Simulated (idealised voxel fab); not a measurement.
process module | voxel wiring stack
cross-section cut | 170 nm wide | cells 5 nm
A cross-section is a grid of square cells, given in bands from the top down. A band is one or more rows of cells.
Each band's line starts with the height of the band's top and of its bottom, in nm. Then come its materials from left to right, each with its width in nm. One material with "throughout" fills the band from edge to edge. "air" is empty space.
Height 0 is the level under which the wafer as received is all one material. The lowest band goes on downwards, as in "0 down".
A width such as "30 to 40" changes by the same amount from each row of cells to the next, from the band's top row to its bottom row.
"no change" after a step means that no cell of the cross-section changed.
closed voids: empty space of 8 cells or more with no open way to the top, each as width x height at its distance from the left edge, in nm
after a step's settings: what the simulator itself notes on the step
overlay nm, on a step with a mask: how far to the right of its planned place the mask lay; to the left if negative
plan
1 op RECEIVE | material Si
2 op CONFORMAL_DEP | material SiO2 | thk nm 15
3 op DIRECTIONAL_DEP | material TiN | thk nm 5
4 op DIRECTIONAL_DEP | material W | thk nm 25
5 op MASKED_ETCH | tone cover | mask id METAL_1 | width nm 30 | pitch nm 45 | etch materials W | depth nm 25 | overlay nm 0
6 op MASKED_ETCH | tone cover | mask id METAL_1 | width nm 30 | pitch nm 45 | etch materials TiN | depth nm 5 | overlay nm 0
7 op CONFORMAL_DEP | material SiCN | thk nm 5
8 op FILL_DEP | material SiO2 | thk nm 5
9 op CMP | height nm 45
10 op CONFORMAL_DEP | material SiCN | thk nm 5
11 op DIRECTIONAL_DEP | material SiO2 | thk nm 30
12 op DIRECTIONAL_DEP | material aC | thk nm 15
13 op PATTERN | tone open | mask id METAL_2_HOLES | material resist | width nm 15 | pitch nm 90 | thk nm 35 | overlay nm 0
14 op DIRECTIONAL_ETCH | etch materials aC | depth nm 15
15 op STRIP | etch materials resist
16 op DIRECTIONAL_ETCH | etch materials SiO2 | depth nm 30
17 op STRIP | etch materials aC
18 op PATTERN | tone open | mask id METAL_2 | material resist | width nm 30 | pitch nm 45 | thk nm 15 | overlay nm 0
19 op DIRECTIONAL_ETCH | etch materials SiO2 | depth nm 15
20 op DIRECTIONAL_ETCH | etch materials SiCN | depth nm 5
21 op STRIP | etch materials resist
22 op CONFORMAL_DEP | material TiN | thk nm 5
23 op FILL_DEP | material Ru | thk nm 10
24 op CMP | height nm 80
25 op CONFORMAL_DEP | material SiCN | thk nm 5
as received, after step 1
  0 down: Si throughout
  closed voids: none
a wafer at the end: this start, this plan, one mistake
  100 to 95: SiCN throughout
  95 to 85: Ru throughout
  85 to 80: TiN 30 | Ru 20 | TiN 25 | Ru 20 | TiN 25 | Ru 20 | TiN 30
  80 to 70: SiO2 25 | TiN 5 | Ru 20 | TiN 5 | SiO2 15 | TiN 5 | Ru 20 | TiN 5 | SiO2 15 | TiN 5 | Ru 20 | TiN 5 | SiO2 25
  70 to 65: SiO2 25 | TiN 5 | Ru 5 | TiN 20 | SiO2 15 | TiN 30 | SiO2 15 | TiN 5 | Ru 5 | TiN 20 | SiO2 25
  65 to 50: SiO2 25 | TiN 5 | Ru 5 | TiN 5 | SiO2 75 | TiN 5 | Ru 5 | TiN 5 | SiO2 40
  50 to 45: SiCN 25 | TiN 15 | SiCN 75 | TiN 15 | SiCN 40
  45 to 20: SiO2 20 | SiCN 5 | W 30 | SiCN 5 | SiO2 5 | SiCN 5 | W 30 | SiCN 5 | SiO2 5 | SiCN 5 | W 30 | SiCN 5 | SiO2 20
  20 to 15: SiCN 25 | TiN 30 | SiCN 15 | TiN 30 | SiCN 15 | TiN 30 | SiCN 25
  15 to 0: SiO2 throughout
  0 down: Si throughout
  closed voids: none
what went wrong: step 24 was left out
